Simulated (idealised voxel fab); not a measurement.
Module name: voxel transistor to metal (process module)
This is section cut - it's 210 nm across, gridded in 5 nm square cells.
Heads up, the way a cross-section reads in here is a grid of square cells, handed over as bands from the top down, with every band being one or more rows of cells.
Quick guide to a band line: top height, bottom height (nm) up front; then every material left to right with its width in nm. Only one material and it's marked "full width"? Then it fills the band edge to edge. And "air" just means empty space.
For the purposes of this specification, 0 denotes the height below which the wafer in its as-received condition is composed wholly of one material, and the lowermost band, lacking a lower limit, extends downward without end, as expressed in "0 and below".
With a width like "30..40", each row of cells in the band differs from the next by the same amount, the top row carrying the first number and the bottom row the second.
A step reported as "nothing altered" is a step in which no cell of the cross-section changed.
The list in "Non-vented voids" covers empty spaces of 8 cells or more that cannot reach the top through any open way, and it gives each as width x height at distance; the distance is from the left edge, and width, height and distance are in nm.
It should be noted that, on the line of a given step, the content following the step's settings is a remark produced by the simulator itself with respect to that step.
"overlay nm", when on a step's line for a step with a mask, measures how far to the right of its planned place the mask lay; a negative measure means to the left.
# The process steps that were planned are listed below
- 1: RECEIVE [material Si]
- 2: CONFORMAL_DEP [material SiO2] [thk nm 5]
- 3: CONFORMAL_DEP [material SiN] [thk nm 15]
- 4: DIRECTIONAL_DEP [material aC] [thk nm 10]
- 5: PATTERN [tone cover] [mask id ACTIVE] [material resist] [width nm 105] [thk nm 30] [overlay nm 0]
- 6: DIRECTIONAL_ETCH [etch materials aC] [depth nm 10]
- 7: STRIP [etch materials resist]
- 8: DIRECTIONAL_ETCH [etch materials SiN] [depth nm 15]
- 9: DIRECTIONAL_ETCH [etch materials SiO2] [depth nm 5]
- 10: DIRECTIONAL_ETCH [etch materials Si] [depth nm 25]
- 11: STRIP [etch materials aC]
- 12: OXIDIZE [depth nm 5]
- 13: FILL_DEP [material SiO2] [thk nm 5]
- 14: CMP [height nm 20]
- 15: SELECTIVE_ETCH [etch materials SiO2] [depth nm 10]
- 16: STRIP [etch materials SiN]
- 17: SELECTIVE_ETCH [etch materials SiO2] [depth nm 5]
- 18: OXIDIZE [depth nm 5]
- 19: DIRECTIONAL_DEP [material polySi] [thk nm 30]
- 20: DIRECTIONAL_DEP [material SiCN] [thk nm 15]
- 21: MASKED_ETCH [tone cover] [mask id GATE] [width nm 25] [etch materials SiCN] [depth nm 25] [overlay nm 0]
- 22: MASKED_ETCH [tone cover] [mask id GATE] [width nm 25] [etch materials polySi] [depth nm 40] [overlay nm 0]
- 23: CONFORMAL_DEP [material SiO2] [thk nm 5]
- 24: DIRECTIONAL_ETCH [etch materials SiO2] [depth nm 5]
- 25: CONFORMAL_DEP [material SiN] [thk nm 5]
- 26: DIRECTIONAL_ETCH [etch materials SiN] [depth nm 5]
- 27: DIRECTIONAL_ETCH [etch materials SiO2] [depth nm 5]
- 28: DIRECTIONAL_ETCH [etch materials Si] [depth nm 5]
- 29: EPI [material SiGe] [thk nm 5]
- 30: FILL_DEP [material SiO2] [thk nm 5]
- 31: CMP [height nm 30]
- 32: STRIP [etch materials polySi]
- 33: SELECTIVE_ETCH [etch materials SiO2] [depth nm 5]
- 34: CONFORMAL_DEP [material HfO2] [thk nm 5]
- 35: CONFORMAL_DEP [material TiN] [thk nm 5]
- 36: FILL_DEP [material W] [thk nm 10]
- 37: CMP [height nm 25]
- 38: DIRECTIONAL_DEP [material SiO2] [thk nm 15]
- 39: DIRECTIONAL_DEP [material aC] [thk nm 15]
- 40: PATTERN [tone open] [mask id CONTACT] [material resist] [width nm 20] [pitch nm 75] [thk nm 30] [overlay nm 0]
- 41: DIRECTIONAL_ETCH [etch materials aC] [depth nm 15]
- 42: STRIP [etch materials resist]
- 43: DIRECTIONAL_ETCH [etch materials SiO2] [depth nm 45]
- 44: STRIP [etch materials aC]
- 45: CONFORMAL_DEP [material TiN] [thk nm 5]
- 46: FILL_DEP [material W] [thk nm 5]
- 47: CMP [height nm 40]
- 48: CONFORMAL_DEP [material SiN] [thk nm 5]
- 49: DIRECTIONAL_DEP [material SiO2] [thk nm 15]
- 50: MASKED_ETCH [tone open] [mask id METAL_1] [width nm 20] [pitch nm 75] [etch materials SiO2] [depth nm 15] [overlay nm 0]
- 51: MASKED_ETCH [tone open] [mask id METAL_1] [width nm 20] [pitch nm 75] [etch materials SiN] [depth nm 5] [overlay nm 0]
- 52: CONFORMAL_DEP [material TiN] [thk nm 5]
- 53: FILL_DEP [material Cu] [thk nm 5]
- 54: CMP [height nm 60]
- 55: EPI [material Ru] [thk nm 5]
- 56: FILL_DEP [material SiCN] [thk nm 5]
# Account of the first of two wafers, which was processed as intended
# as received, after step 1
	0 and below = Si full width
	Non-vented voids: none
# How the wafer stands in section after step 2
	5 down to 0 = SiO2 full width
	Nothing below the height 0 has changed.
# How the wafer stands in section after step 3
	20 down to 5 = SiN full width
	Nothing below the height 5 has changed.
# How the wafer stands in section after step 4
	30 down to 20 = aC full width
	Nothing below the height 20 has changed.
# How the wafer stands in section after step 5
	60 down to 30 = air=50  resist=105  air=55
	Nothing below the height 30 has changed.
# How the wafer stands in section after step 6
	50 down to 30 = air=50  resist=105  air=55
	30 down to 20 = air=50  aC=105  air=55
	Nothing below the height 20 has changed.
# How the wafer stands in section after step 7
	30 down to 20 = air=50  aC=105  air=55
	Nothing below the height 20 has changed.
# How the wafer stands in section after step 8
	30 down to 20 = air=50  aC=105  air=55
	20 down to 5 = air=50  SiN=105  air=55
	Nothing below the height 5 has changed.
# How the wafer stands in section after step 9
	30 down to 20 = air=50  aC=105  air=55
	20 down to 5 = air=50  SiN=105  air=55
	5 down to 0 = air=50  SiO2=105  air=55
	Nothing below the height 0 has changed.
# How the wafer stands in section after step 10
	30 down to 20 = air=50  aC=105  air=55
	20 down to 5 = air=50  SiN=105  air=55
	5 down to 0 = air=50  SiO2=105  air=55
	0 down to -25 = air=50  Si=105  air=55
	Nothing below the height -25 has changed.
# How the wafer stands in section after step 11
	20 down to 5 = air=50  SiN=105  air=55
	Nothing below the height 5 has changed.
# How the wafer stands in section after step 12
	20 down to 5 = air=50  SiN=105  air=55
	5 down to 0 = air=50  SiO2=105  air=55
	0 down to -25 = air=50  SiO2=5  Si=95  SiO2=5  air=55
	-25 down to -30 = SiO2=55  Si=95  SiO2=60
	Nothing below the height -30 has changed.
# How the wafer stands in section after step 13
	25 down to 20 = SiO2 full width
	20 down to 5 = SiO2=50  SiN=105  SiO2=55
	5 down to 0 = SiO2 full width
	0 down to -30 = SiO2=55  Si=95  SiO2=60
	Nothing below the height -30 has changed.
# How the wafer stands in section after step 14
	20 down to 5 = SiO2=50  SiN=105  SiO2=55
	Nothing below the height 5 has changed.
# How the wafer stands in section after step 15
	20 down to 10 = air=50  SiN=105  air=55
	Nothing below the height 10 has changed.
# How the wafer stands in section after step 16
	10 down to 5 = SiO2=50  air=105  SiO2=55
	Nothing below the height 5 has changed.
# How the wafer stands in section after step 17
	5 down to 0 = SiO2=45  air=115  SiO2=50
	Nothing below the height 0 has changed.
# How the wafer stands in section after step 18
	5 down to 0 = SiO2=45  air=115  SiO2=50
	0 down to -5 = SiO2 full width
	Nothing below the height -5 has changed.
# How the wafer stands in section after step 19
	35 down to 30 = polySi=45  air=115  polySi=50
	30 down to 5 = polySi full width
	5 down to 0 = SiO2=45  polySi=115  SiO2=50
	Nothing below the height 0 has changed.
# How the wafer stands in section after step 20
	50 down to 45 = SiCN=45  air=115  SiCN=50
	45 down to 35 = SiCN full width
	35 down to 30 = polySi=45  SiCN=115  polySi=50
	Nothing below the height 30 has changed.
# How the wafer stands in section after step 21
	45 down to 35 = air=90  SiCN=25  air=95
	35 down to 30 = polySi=45  air=45  SiCN=25  air=45  polySi=50
	Nothing below the height 30 has changed.
# How the wafer stands in section after step 22
	45 down to 30 = air=90  SiCN=25  air=95
	30 down to 5 = air=90  polySi=25  air=95
	5 down to 0 = SiO2=45  air=45  polySi=25  air=45  SiO2=50
	Nothing below the height 0 has changed.
# How the wafer stands in section after step 23
	50 down to 45 = air=85  SiO2=35  air=90
	45 down to 30 = air=85  SiO2=5  SiCN=25  SiO2=5  air=90
	30 down to 10 = air=85  SiO2=5  polySi=25  SiO2=5  air=90
	10 down to 5 = SiO2=50  air=35  SiO2=5  polySi=25  SiO2=5  air=35  SiO2=55
	5 down to 0 = SiO2=90  polySi=25  SiO2=95
	Nothing below the height 0 has changed.
# How the wafer stands in section after step 24
	45 down to 30 = air=85  SiO2=5  SiCN=25  SiO2=5  air=90
	30 down to 5 = air=85  SiO2=5  polySi=25  SiO2=5  air=90
	5 down to 0 = SiO2=50  air=35  SiO2=5  polySi=25  SiO2=5  air=35  SiO2=55
	Nothing below the height 0 has changed.
# How the wafer stands in section after step 25
	50 down to 45 = air=80  SiN=45  air=85
	45 down to 30 = air=80  SiN=5  SiO2=5  SiCN=25  SiO2=5  SiN=5  air=85
	30 down to 10 = air=80  SiN=5  SiO2=5  polySi=25  SiO2=5  SiN=5  air=85
	10 down to 5 = SiN=55  air=25  SiN=5  SiO2=5  polySi=25  SiO2=5  SiN=5  air=25  SiN=60
	5 down to 0 = SiO2=50  SiN=35  SiO2=5  polySi=25  SiO2=5  SiN=35  SiO2=55
	Nothing below the height 0 has changed.
# How the wafer stands in section after step 26
	45 down to 30 = air=80  SiN=5  SiO2=5  SiCN=25  SiO2=5  SiN=5  air=85
	30 down to 5 = air=80  SiN=5  SiO2=5  polySi=25  SiO2=5  SiN=5  air=85
	5 down to 0 = SiO2=50  SiN=5  air=25  SiN=5  SiO2=5  polySi=25  SiO2=5  SiN=5  air=25  SiN=5  SiO2=55
	Nothing below the height 0 has changed.
# How the wafer stands in section after step 27
	45 down to 40 = air=80  SiN=5  air=5  SiCN=25  air=5  SiN=5  air=85
	40 down to 30 = air=80  SiN=5  SiO2=5  SiCN=25  SiO2=5  SiN=5  air=85
	30 down to 5 = air=80  SiN=5  SiO2=5  polySi=25  SiO2=5  SiN=5  air=85
	5 down to 0 = air=50  SiN=5  air=25  SiN=5  SiO2=5  polySi=25  SiO2=5  SiN=5  air=25  SiN=5  air=55
	0 down to -5 = SiO2=55  air=25  SiO2=45  air=25  SiO2=60
	Nothing below the height -5 has changed.
# How the wafer stands in section after step 28
	45 down to 40 = air=80  SiN=5  air=5  SiCN=25  air=5  SiN=5  air=85
	40 down to 30 = air=80  SiN=5  SiO2=5  SiCN=25  SiO2=5  SiN=5  air=85
	30 down to 5 = air=80  SiN=5  SiO2=5  polySi=25  SiO2=5  SiN=5  air=85
	5 down to 0 = air=50  SiN=5  air=25  SiN=5  SiO2=5  polySi=25  SiO2=5  SiN=5  air=25  SiN=5  air=55
	0 down to -5 = SiO2=55  air=25  SiO2=45  air=25  SiO2=60
	-5 down to -10 = SiO2=55  air=25  Si=45  air=25  SiO2=60
	Nothing below the height -10 has changed.
# How the wafer stands in section after step 29
	45 down to 40 = air=80  SiN=5  air=5  SiCN=25  air=5  SiN=5  air=85
	40 down to 30 = air=80  SiN=5  SiO2=5  SiCN=25  SiO2=5  SiN=5  air=85
	30 down to 5 = air=80  SiN=5  SiO2=5  polySi=25  SiO2=5  SiN=5  air=85
	5 down to 0 = air=50  SiN=5  air=25  SiN=5  SiO2=5  polySi=25  SiO2=5  SiN=5  air=25  SiN=5  air=55
	0 down to -5 = SiO2=55  air=20  SiGe=5  SiO2=45  SiGe=5  air=20  SiO2=60
	-5 down to -10 = SiO2=55  SiGe=25  Si=45  SiGe=25  SiO2=60
	Nothing below the height -10 has changed.
# How the wafer stands in section after step 30
	50 down to 45 = SiO2 full width
	45 down to 30 = SiO2=80  SiN=5  SiO2=5  SiCN=25  SiO2=5  SiN=5  SiO2=85
	30 down to 5 = SiO2=80  SiN=5  SiO2=5  polySi=25  SiO2=5  SiN=5  SiO2=85
	5 down to 0 = SiO2=50  SiN=5  SiO2=25  SiN=5  SiO2=5  polySi=25  SiO2=5  SiN=5  SiO2=25  SiN=5  SiO2=55
	0 down to -5 = SiO2=75  SiGe=5  SiO2=45  SiGe=5  SiO2=80
	Nothing below the height -5 has changed.
# How the wafer stands in section after step 31
	30 down to 5 = SiO2=80  SiN=5  SiO2=5  polySi=25  SiO2=5  SiN=5  SiO2=85
	Nothing below the height 5 has changed.
# How the wafer stands in section after step 32
	30 down to 5 = SiO2=80  SiN=5  SiO2=5  air=25  SiO2=5  SiN=5  SiO2=85
	5 down to 0 = SiO2=50  SiN=5  SiO2=25  SiN=5  SiO2=5  air=25  SiO2=5  SiN=5  SiO2=25  SiN=5  SiO2=55
	Nothing below the height 0 has changed.
# How the wafer stands in section after step 33
	30 down to 25 = air=80  SiN=5  air=35  SiN=5  air=85
	25 down to 5 = SiO2=80  SiN=5  air=35  SiN=5  SiO2=85
	5 down to 0 = SiO2=50  SiN=5  SiO2=25  SiN=5  air=35  SiN=5  SiO2=25  SiN=5  SiO2=55
	0 down to -5 = SiO2=75  SiGe=5  SiO2=5  air=35  SiO2=5  SiGe=5  SiO2=80
	Nothing below the height -5 has changed.
# How the wafer stands in section after step 34
	35 down to 30 = air=75  HfO2=15  air=25  HfO2=15  air=80
	30 down to 25 = HfO2=80  SiN=5  HfO2=5  air=25  HfO2=5  SiN=5  HfO2=85
	25 down to 5 = SiO2=80  SiN=5  HfO2=5  air=25  HfO2=5  SiN=5  SiO2=85
	5 down to 0 = SiO2=50  SiN=5  SiO2=25  SiN=5  HfO2=5  air=25  HfO2=5  SiN=5  SiO2=25  SiN=5  SiO2=55
	0 down to -5 = SiO2=75  SiGe=5  SiO2=5  HfO2=35  SiO2=5  SiGe=5  SiO2=80
	Nothing below the height -5 has changed.
# How the wafer stands in section after step 35
	40 down to 35 = air=70  TiN=25  air=15  TiN=25  air=75
	35 down to 30 = TiN=75  HfO2=15  TiN=5  air=15  TiN=5  HfO2=15  TiN=80
	30 down to 25 = HfO2=80  SiN=5  HfO2=5  TiN=5  air=15  TiN=5  HfO2=5  SiN=5  HfO2=85
	25 down to 5 = SiO2=80  SiN=5  HfO2=5  TiN=5  air=15  TiN=5  HfO2=5  SiN=5  SiO2=85
	5 down to 0 = SiO2=50  SiN=5  SiO2=25  SiN=5  HfO2=5  TiN=25  HfO2=5  SiN=5  SiO2=25  SiN=5  SiO2=55
	Nothing below the height 0 has changed.
# How the wafer stands in section after step 36
	50 down to 40 = W full width
	40 down to 35 = W=70  TiN=25  W=15  TiN=25  W=75
	35 down to 30 = TiN=75  HfO2=15  TiN=5  W=15  TiN=5  HfO2=15  TiN=80
	30 down to 25 = HfO2=80  SiN=5  HfO2=5  TiN=5  W=15  TiN=5  HfO2=5  SiN=5  HfO2=85
	25 down to 5 = SiO2=80  SiN=5  HfO2=5  TiN=5  W=15  TiN=5  HfO2=5  SiN=5  SiO2=85
	Nothing below the height 5 has changed.
# How the wafer stands in section after step 37
	25 down to 5 = SiO2=80  SiN=5  HfO2=5  TiN=5  W=15  TiN=5  HfO2=5  SiN=5  SiO2=85
	Nothing below the height 5 has changed.
# How the wafer stands in section after step 38
	40 down to 25 = SiO2 full width
	Nothing below the height 25 has changed.
# How the wafer stands in section after step 39
	55 down to 40 = aC full width
	Nothing below the height 40 has changed.
# How the wafer stands in section after step 40
	85 down to 55 = resist=55  air=20  resist=55  air=20  resist=60
	Nothing below the height 55 has changed.
# How the wafer stands in section after step 41
	70 down to 55 = resist=55  air=20  resist=55  air=20  resist=60
	55 down to 40 = aC=55  air=20  aC=55  air=20  aC=60
	Nothing below the height 40 has changed.
# How the wafer stands in section after step 42
	55 down to 40 = aC=55  air=20  aC=55  air=20  aC=60
	Nothing below the height 40 has changed.
# How the wafer stands in section after step 43
	55 down to 40 = aC=55  air=20  aC=55  air=20  aC=60
	40 down to 25 = SiO2=55  air=20  SiO2=55  air=20  SiO2=60
	25 down to 5 = SiO2=55  air=20  SiO2=5  SiN=5  HfO2=5  TiN=5  W=15  TiN=5  HfO2=5  SiN=5  SiO2=5  air=20  SiO2=60
	5 down to 0 = SiO2=50  SiN=5  air=20  SiO2=5  SiN=5  HfO2=5  TiN=25  HfO2=5  SiN=5  SiO2=5  air=20  SiN=5  SiO2=55
	0 down to -5 = SiO2=55  air=20  SiGe=5  SiO2=5  HfO2=35  SiO2=5  SiGe=5  air=20  SiO2=60
	Nothing below the height -5 has changed.
# How the wafer stands in section after step 44
	40 down to 25 = SiO2=55  air=20  SiO2=55  air=20  SiO2=60
	Nothing below the height 25 has changed.
# How the wafer stands in section after step 45
	45 down to 40 = TiN=60  air=10  TiN=65  air=10  TiN=65
	40 down to 25 = SiO2=55  TiN=5  air=10  TiN=5  SiO2=55  TiN=5  air=10  TiN=5  SiO2=60
	25 down to 5 = SiO2=55  TiN=5  air=10  TiN=5  SiO2=5  SiN=5  HfO2=5  TiN=5  W=15  TiN=5  HfO2=5  SiN=5  SiO2=5  TiN=5  air=10  TiN=5  SiO2=60
	5 down to 0 = SiO2=50  SiN=5  TiN=5  air=10  TiN=5  SiO2=5  SiN=5  HfO2=5  TiN=25  HfO2=5  SiN=5  SiO2=5  TiN=5  air=10  TiN=5  SiN=5  SiO2=55
	0 down to -5 = SiO2=55  TiN=20  SiGe=5  SiO2=5  HfO2=35  SiO2=5  SiGe=5  TiN=20  SiO2=60
	Nothing below the height -5 has changed.
# How the wafer stands in section after step 46
	50 down to 45 = W full width
	45 down to 40 = TiN=60  W=10  TiN=65  W=10  TiN=65
	40 down to 25 = SiO2=55  TiN=5  W=10  TiN=5  SiO2=55  TiN=5  W=10  TiN=5  SiO2=60
	25 down to 5 = SiO2=55  TiN=5  W=10  TiN=5  SiO2=5  SiN=5  HfO2=5  TiN=5  W=15  TiN=5  HfO2=5  SiN=5  SiO2=5  TiN=5  W=10  TiN=5  SiO2=60
	5 down to 0 = SiO2=50  SiN=5  TiN=5  W=10  TiN=5  SiO2=5  SiN=5  HfO2=5  TiN=25  HfO2=5  SiN=5  SiO2=5  TiN=5  W=10  TiN=5  SiN=5  SiO2=55
	Nothing below the height 0 has changed.
# How the wafer stands in section after step 47
	40 down to 25 = SiO2=55  TiN=5  W=10  TiN=5  SiO2=55  TiN=5  W=10  TiN=5  SiO2=60
	Nothing below the height 25 has changed.
# How the wafer stands in section after step 48
	45 down to 40 = SiN full width
	Nothing below the height 40 has changed.
# How the wafer stands in section after step 49
	60 down to 45 = SiO2 full width
	Nothing below the height 45 has changed.
# How the wafer stands in section after step 50
	60 down to 45 = SiO2=55  air=20  SiO2=55  air=20  SiO2=60
	Nothing below the height 45 has changed.
# How the wafer stands in section after step 51
	60 down to 45 = SiO2=55  air=20  SiO2=55  air=20  SiO2=60
	45 down to 40 = SiN=55  air=20  SiN=55  air=20  SiN=60
	Nothing below the height 40 has changed.
# How the wafer stands in section after step 52
	65 down to 60 = TiN=60  air=10  TiN=65  air=10  TiN=65
	60 down to 45 = SiO2=55  TiN=5  air=10  TiN=5  SiO2=55  TiN=5  air=10  TiN=5  SiO2=60
	45 down to 40 = SiN=55  TiN=20  SiN=55  TiN=20  SiN=60
	Nothing below the height 40 has changed.
# How the wafer stands in section after step 53
	70 down to 65 = Cu full width
	65 down to 60 = TiN=60  Cu=10  TiN=65  Cu=10  TiN=65
	60 down to 45 = SiO2=55  TiN=5  Cu=10  TiN=5  SiO2=55  TiN=5  Cu=10  TiN=5  SiO2=60
	Nothing below the height 45 has changed.
# How the wafer stands in section after step 54
	60 down to 45 = SiO2=55  TiN=5  Cu=10  TiN=5  SiO2=55  TiN=5  Cu=10  TiN=5  SiO2=60
	Nothing below the height 45 has changed.
# How the wafer stands in section after step 55
	65 down to 60 = air=50  Ru=30  air=45  Ru=30  air=55
	Nothing below the height 60 has changed.
# How the wafer stands in section after step 56
	70 down to 65 = SiCN full width
	65 down to 60 = SiCN=50  Ru=30  SiCN=45  Ru=30  SiCN=55
	Nothing below the height 60 has changed.
# Second wafer - shared start and plan with the first - one error in running - same as the first up to step 33 inclusive
# Cross-section of the second wafer corresponding to the planned conclusion of step 34
	35 down to 30 = air=75  TiN=15  air=25  TiN=15  air=80
	30 down to 25 = TiN=80  SiN=5  TiN=5  air=25  TiN=5  SiN=5  TiN=85
	25 down to 5 = SiO2=80  SiN=5  TiN=5  air=25  TiN=5  SiN=5  SiO2=85
	5 down to 0 = SiO2=50  SiN=5  SiO2=25  SiN=5  TiN=5  air=25  TiN=5  SiN=5  SiO2=25  SiN=5  SiO2=55
	0 down to -5 = SiO2=75  SiGe=5  SiO2=5  TiN=35  SiO2=5  SiGe=5  SiO2=80
	Nothing below the height -5 has changed.
# Cross-section of the second wafer corresponding to the planned conclusion of step 35
	40 down to 35 = air=70  HfO2=25  air=15  HfO2=25  air=75
	35 down to 30 = HfO2=75  TiN=15  HfO2=5  air=15  HfO2=5  TiN=15  HfO2=80
	30 down to 25 = TiN=80  SiN=5  TiN=5  HfO2=5  air=15  HfO2=5  TiN=5  SiN=5  TiN=85
	25 down to 5 = SiO2=80  SiN=5  TiN=5  HfO2=5  air=15  HfO2=5  TiN=5  SiN=5  SiO2=85
	5 down to 0 = SiO2=50  SiN=5  SiO2=25  SiN=5  TiN=5  HfO2=25  TiN=5  SiN=5  SiO2=25  SiN=5  SiO2=55
	Nothing below the height 0 has changed.
# Cross-section of the second wafer corresponding to the planned conclusion of step 36
	50 down to 40 = W full width
	40 down to 35 = W=70  HfO2=25  W=15  HfO2=25  W=75
	35 down to 30 = HfO2=75  TiN=15  HfO2=5  W=15  HfO2=5  TiN=15  HfO2=80
	30 down to 25 = TiN=80  SiN=5  TiN=5  HfO2=5  W=15  HfO2=5  TiN=5  SiN=5  TiN=85
	25 down to 5 = SiO2=80  SiN=5  TiN=5  HfO2=5  W=15  HfO2=5  TiN=5  SiN=5  SiO2=85
	Nothing below the height 5 has changed.
# Cross-section of the second wafer corresponding to the planned conclusion of step 37
	25 down to 5 = SiO2=80  SiN=5  TiN=5  HfO2=5  W=15  HfO2=5  TiN=5  SiN=5  SiO2=85
	Nothing below the height 5 has changed.
# Cross-section of the second wafer corresponding to the planned conclusion of step 38
	40 down to 25 = SiO2 full width
	Nothing below the height 25 has changed.
# Cross-section of the second wafer corresponding to the planned conclusion of step 39
	55 down to 40 = aC full width
	Nothing below the height 40 has changed.
# Cross-section of the second wafer corresponding to the planned conclusion of step 40
	85 down to 55 = resist=55  air=20  resist=55  air=20  resist=60
	Nothing below the height 55 has changed.
# Cross-section of the second wafer corresponding to the planned conclusion of step 41
	70 down to 55 = resist=55  air=20  resist=55  air=20  resist=60
	55 down to 40 = aC=55  air=20  aC=55  air=20  aC=60
	Nothing below the height 40 has changed.
# Cross-section of the second wafer corresponding to the planned conclusion of step 42
	55 down to 40 = aC=55  air=20  aC=55  air=20  aC=60
	Nothing below the height 40 has changed.
# Cross-section of the second wafer corresponding to the planned conclusion of step 43
	55 down to 40 = aC=55  air=20  aC=55  air=20  aC=60
	40 down to 25 = SiO2=55  air=20  SiO2=55  air=20  SiO2=60
	25 down to 5 = SiO2=55  air=20  SiO2=5  SiN=5  TiN=5  HfO2=5  W=15  HfO2=5  TiN=5  SiN=5  SiO2=5  air=20  SiO2=60
	5 down to 0 = SiO2=50  SiN=5  air=20  SiO2=5  SiN=5  TiN=5  HfO2=25  TiN=5  SiN=5  SiO2=5  air=20  SiN=5  SiO2=55
	0 down to -5 = SiO2=55  air=20  SiGe=5  SiO2=5  TiN=35  SiO2=5  SiGe=5  air=20  SiO2=60
	Nothing below the height -5 has changed.
# Cross-section of the second wafer corresponding to the planned conclusion of step 44
	40 down to 25 = SiO2=55  air=20  SiO2=55  air=20  SiO2=60
	Nothing below the height 25 has changed.
# Cross-section of the second wafer corresponding to the planned conclusion of step 45
	45 down to 40 = TiN=60  air=10  TiN=65  air=10  TiN=65
	40 down to 25 = SiO2=55  TiN=5  air=10  TiN=5  SiO2=55  TiN=5  air=10  TiN=5  SiO2=60
	25 down to 5 = SiO2=55  TiN=5  air=10  TiN=5  SiO2=5  SiN=5  TiN=5  HfO2=5  W=15  HfO2=5  TiN=5  SiN=5  SiO2=5  TiN=5  air=10  TiN=5  SiO2=60
	5 down to 0 = SiO2=50  SiN=5  TiN=5  air=10  TiN=5  SiO2=5  SiN=5  TiN=5  HfO2=25  TiN=5  SiN=5  SiO2=5  TiN=5  air=10  TiN=5  SiN=5  SiO2=55
	0 down to -5 = SiO2=55  TiN=20  SiGe=5  SiO2=5  TiN=35  SiO2=5  SiGe=5  TiN=20  SiO2=60
	Nothing below the height -5 has changed.
# Cross-section of the second wafer corresponding to the planned conclusion of step 46
	50 down to 45 = W full width
	45 down to 40 = TiN=60  W=10  TiN=65  W=10  TiN=65
	40 down to 25 = SiO2=55  TiN=5  W=10  TiN=5  SiO2=55  TiN=5  W=10  TiN=5  SiO2=60
	25 down to 5 = SiO2=55  TiN=5  W=10  TiN=5  SiO2=5  SiN=5  TiN=5  HfO2=5  W=15  HfO2=5  TiN=5  SiN=5  SiO2=5  TiN=5  W=10  TiN=5  SiO2=60
	5 down to 0 = SiO2=50  SiN=5  TiN=5  W=10  TiN=5  SiO2=5  SiN=5  TiN=5  HfO2=25  TiN=5  SiN=5  SiO2=5  TiN=5  W=10  TiN=5  SiN=5  SiO2=55
	Nothing below the height 0 has changed.
# Cross-section of the second wafer corresponding to the planned conclusion of step 47
	40 down to 25 = SiO2=55  TiN=5  W=10  TiN=5  SiO2=55  TiN=5  W=10  TiN=5  SiO2=60
	Nothing below the height 25 has changed.
# Cross-section of the second wafer corresponding to the planned conclusion of step 48
	45 down to 40 = SiN full width
	Nothing below the height 40 has changed.
# Cross-section of the second wafer corresponding to the planned conclusion of step 49
	60 down to 45 = SiO2 full width
	Nothing below the height 45 has changed.
# Cross-section of the second wafer corresponding to the planned conclusion of step 50
	60 down to 45 = SiO2=55  air=20  SiO2=55  air=20  SiO2=60
	Nothing below the height 45 has changed.
# Cross-section of the second wafer corresponding to the planned conclusion of step 51
	60 down to 45 = SiO2=55  air=20  SiO2=55  air=20  SiO2=60
	45 down to 40 = SiN=55  air=20  SiN=55  air=20  SiN=60
	Nothing below the height 40 has changed.
# Cross-section of the second wafer corresponding to the planned conclusion of step 52
	65 down to 60 = TiN=60  air=10  TiN=65  air=10  TiN=65
	60 down to 45 = SiO2=55  TiN=5  air=10  TiN=5  SiO2=55  TiN=5  air=10  TiN=5  SiO2=60
	45 down to 40 = SiN=55  TiN=20  SiN=55  TiN=20  SiN=60
	Nothing below the height 40 has changed.
# Cross-section of the second wafer corresponding to the planned conclusion of step 53
	70 down to 65 = Cu full width
	65 down to 60 = TiN=60  Cu=10  TiN=65  Cu=10  TiN=65
	60 down to 45 = SiO2=55  TiN=5  Cu=10  TiN=5  SiO2=55  TiN=5  Cu=10  TiN=5  SiO2=60
	Nothing below the height 45 has changed.
# Cross-section of the second wafer corresponding to the planned conclusion of step 54
	60 down to 45 = SiO2=55  TiN=5  Cu=10  TiN=5  SiO2=55  TiN=5  Cu=10  TiN=5  SiO2=60
	Nothing below the height 45 has changed.
# Cross-section of the second wafer corresponding to the planned conclusion of step 55
	65 down to 60 = air=50  Ru=30  air=45  Ru=30  air=55
	Nothing below the height 60 has changed.
# Cross-section of the second wafer corresponding to the planned conclusion of step 56
	70 down to 65 = SiCN full width
	65 down to 60 = SiCN=50  Ru=30  SiCN=45  Ru=30  SiCN=55
	Nothing below the height 60 has changed.
Deviation from plan: transposition of steps 34 and 35 relative to the planned sequence
Looking at both finished wafers in cells, the second ends up ahead of or behind the first on some materials: HfO2: 4 fewer | TiN: 4 more
